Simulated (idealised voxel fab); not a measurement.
The name of this process module is voxel local oxidation.
In the cross-section labelled cut, the width is 160 nm and each square cell is 5 nm.
In this document a cross-section is written as a grid of square cells. It is given as a series of bands, listed from the top down, and a band is one or more rows of cells. A band entry consists of two parts. The first gives the height of the band's top and the height of its bottom, in nm. The rest lists the band's materials from left to right, each with its width in nm. A single material labelled with the word "edge to edge" fills the band from edge to edge, and the word "blank" marks empty space. Where do heights start? At 0: under that level the wafer as delivered is made of one material only. And the lowest band has no floor; it just carries on downward, as in "0 and below". Note: "30->40" means the width goes from the first number (top row of the band) to the second number (bottom row) in equal steps per row of cells. Where the words "identical to before" appear for a step, the cross-section shows no cell changed by that step; every cell remained as before. Under "Voids lacking openings" you'll find the enclosed gaps, the ones with no way out to the top, that are 8 cells or bigger; each reads width x height at distance, with distance counted from the left edge, everything in nm. Formally, on a step line, whatever follows the settings is a remark that the simulator itself makes on the step. "overlay nm" answers the question of how far to the right of plan the mask lay on a step that has a mask, and when it is negative the answer is to the left.
-- These are the steps we planned for the process
| 1 | RECEIVE: material Si |
| 2 | CONFORMAL_DEP: material SiO2, thk nm 5 |
| 3 | CONFORMAL_DEP: material SiN, thk nm 15 |
| 4 | PATTERN: tone cover, mask id ACTIVE, material resist, width nm 115, thk nm 20, overlay nm 0 |
| 5 | DIRECTIONAL_ETCH: etch materials SiN, depth nm 15 |
| 6 | STRIP: etch materials resist |
| 7 | SELECTIVE_ETCH: etch materials SiO2, depth nm 5 |
| 8 | OXIDIZE: depth nm 15 |
| 9 | STRIP: etch materials SiN |
-- Incoming wafer, cross-sectional view, post step 1
	0 and below | Si edge to edge
	Voids lacking openings: none
-- Module complete, cross-section. Starting point and plan per above. One mistake made in running the module
	0 down to -15 | 35 of SiO2 / 85 of Si / 40 of SiO2
	-15 and below | Si edge to edge
	Voids lacking openings: none
Against the plan, the run slipped here: step 2 of the plan did not run at all; it was left out
